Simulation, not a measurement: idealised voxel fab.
Presented below is a process module, voxel local oxidation.
It is cross-section cut that appears here, measuring 205 nm in width, its square cells being 5 nm in size.
Bands, listed from the top down, are how a cross-section gets written in this document; the cross-section itself is a grid of square cells, and a band is one or more rows of them.
The entry gives the band's vertical extent as a top height and a bottom height in nm, then its horizontal make-up as materials from left to right, each with a width in nm. "blank" stands for empty space; a single material marked "edge to edge" fills the band edge to edge.
We count height from 0. Below that, the starting wafer is all one material. The lowest band never ends at the bottom but goes on down; see "top 0, no bottom" for how that is written.
It should be noted that a width expressed as "30 to 40" varies in equal increments from row to row of cells within the band, taking the value of the first number at the top row and that of the second number at the bottom row.
Any step labelled "no change" changed none of the cells in the cross-section.
"Voids, fully enclosed" specifies each empty space that is not open to the top and that occupies no fewer than 8 cells, using the form width x height at distance, the distance measured from the left edge and all three quantities in nm.
Past the settings on a step's line: simulator remark, on that step.
On any step carrying a mask, the "overlay nm" setting, if present on the step's line, tells how far right of its planned place the mask lay; negative values point to the left.

Set out below are the planned steps of the process
- 1: RECEIVE with material Si
- 2: OXIDIZE with depth nm 5
- 3: CONFORMAL_DEP with material SiN, thk nm 10
- 4: MASKED_ETCH with tone cover, mask id ACTIVE, width nm 100, etch materials SiN, depth nm 10, overlay nm 0
- 5: SELECTIVE_ETCH with etch materials SiO2, depth nm 5
- 6: OXIDIZE with depth nm 10
- 7: STRIP with etch materials SiN

Cross-section of the wafer upon arrival, representing the state reached after step 1
top 0, no bottom  Si edge to edge
Voids, fully enclosed: none

The first of two wafers, cross-sectioned at the end of the module, with the run proceeding as planned
top 0, bottom -5  55 of blank, then 90 of SiO2, then 60 of blank
top -5, bottom -15  65 of SiO2, then 70 of Si, then 70 of SiO2
top -15, no bottom  Si edge to edge
Voids, fully enclosed: none

Same start, same plan as the first wafer - but one mistake in the run. Cross-section of the second of the two at the end of the module
top -5, bottom -15  65 of blank, then 70 of Si, then 70 of blank
top -15, no bottom  Si edge to edge
Voids, fully enclosed: none
Error vs. plan: step 7 ran as: STRIP with etch materials SiO2
Counted in cells at the end, the second wafer holds more or fewer of these materials than the first: 72 fewer of SiO2
